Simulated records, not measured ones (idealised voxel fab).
The name of this process module is voxel released beams.
Section shown: cut. Width: 245 nm. Cell size: 5 nm, square.
Notation: cross-section as square-cell grid; stated in bands, top first, going down; one or more cell rows per band.
Heights first: top, then bottom, in nm. Then materials, left to right, each with a width in nm. "everywhere" on a single material: fills the band edge to edge. "air": empty space.
All heights in this document are referenced to 0, defined as the level beneath which the wafer, as received, consists entirely of one material. The lowest band is not bounded below; it extends indefinitely downward and is written in the form "0 nm and below".
The two numbers in a width such as "30..40" mark its ends across the band: the first belongs to the top row of cells, the second to the bottom row, and from each row to the next the width moves by the same amount.
Where a step carries "nothing was modified", the cross-section came out of it unchanged, cell for cell.
The list in "Closed void roster" covers empty spaces of 8 cells or more that cannot reach the top through any open way, and it gives each as width x height at distance; the distance is from the left edge, and width, height and distance are in nm.
On a step's line, text after the settings is the simulator commenting on that step.
Steps that use a mask can have "overlay nm" on their line. It says how far the mask sat to the right of where it was meant to be. Negative means to the left.
Plan
- 1: RECEIVE,material Si
- 2: CONFORMAL_DEP,material Al2O3,thk nm 10
- 3: DIRECTIONAL_DEP,material SiO2,thk nm 10
- 4: DIRECTIONAL_DEP,material aC,thk nm 10
- 5: PATTERN,tone open,mask id ANCHOR,material resist,width nm 35,thk nm 25,overlay nm 0
- 6: DIRECTIONAL_ETCH,etch materials aC,depth nm 10
- 7: STRIP,etch materials resist
- 8: DIRECTIONAL_ETCH,etch materials SiO2,depth nm 10
- 9: STRIP,etch materials aC
- 10: CONFORMAL_DEP,material W,thk nm 15
- 11: DIRECTIONAL_DEP,material aC,thk nm 15
- 12: PATTERN,tone cover,mask id BEAM,material resist,width nm 105,thk nm 30,overlay nm 0
- 13: DIRECTIONAL_ETCH,etch materials aC,depth nm 5
- 14: STRIP,etch materials resist
- 15: DIRECTIONAL_ETCH,etch materials W,depth nm 15
- 16: STRIP,etch materials aC
- 17: STRIP,etch materials SiO2
The value of depth nm given for step 13 in the plan refers to the first wafer; the wafers vary in this setting and are alike at the start.
The first of several wafers as received, shown in cross-section; this is its state after step 1
> 0 nm and below: Si everywhere
> Closed void roster: none
Cross-section, first of several wafers, end of module, after last step 17
> 35 nm to 25 nm: W: 85, then air: 5, then W: 155
> 25 nm to 20 nm: W everywhere
> 20 nm to 10 nm: SiO2: 70, then W: 35, then SiO2: 140
> 10 nm to 0 nm: Al2O3 everywhere
> 0 nm and below: Si everywhere
> Closed void roster: none
Cross-section at module completion, last wafer
> 35 nm to 25 nm: air: 65, then W: 20, then air: 5, then W: 80, then air: 75
> 25 nm to 20 nm: air: 65, then W: 105, then air: 75
> 20 nm to 10 nm: air: 70, then W: 35, then air: 140
> 10 nm to 0 nm: Al2O3 everywhere
> 0 nm and below: Si everywhere
> Closed void roster: none
Tabulated below, wafer by wafer, are the end-of-module results: for each material, the number of cells gained (+) or lost (-) relative to the as-received state, followed by the closed voids
depth nm 5, +98 Al2O3, +84 SiO2, +159 W, Closed void roster: none
depth nm 10, +98 Al2O3, +84 SiO2, +159 W, Closed void roster: none
depth nm 15, +98 Al2O3, +75 W, Closed void roster: none
depth nm 20, +98 Al2O3, +75 W, Closed void roster: none
depth nm 25, +98 Al2O3, +75 W, Closed void roster: none
depth nm 30, +98 Al2O3, +75 W, Closed void roster: none
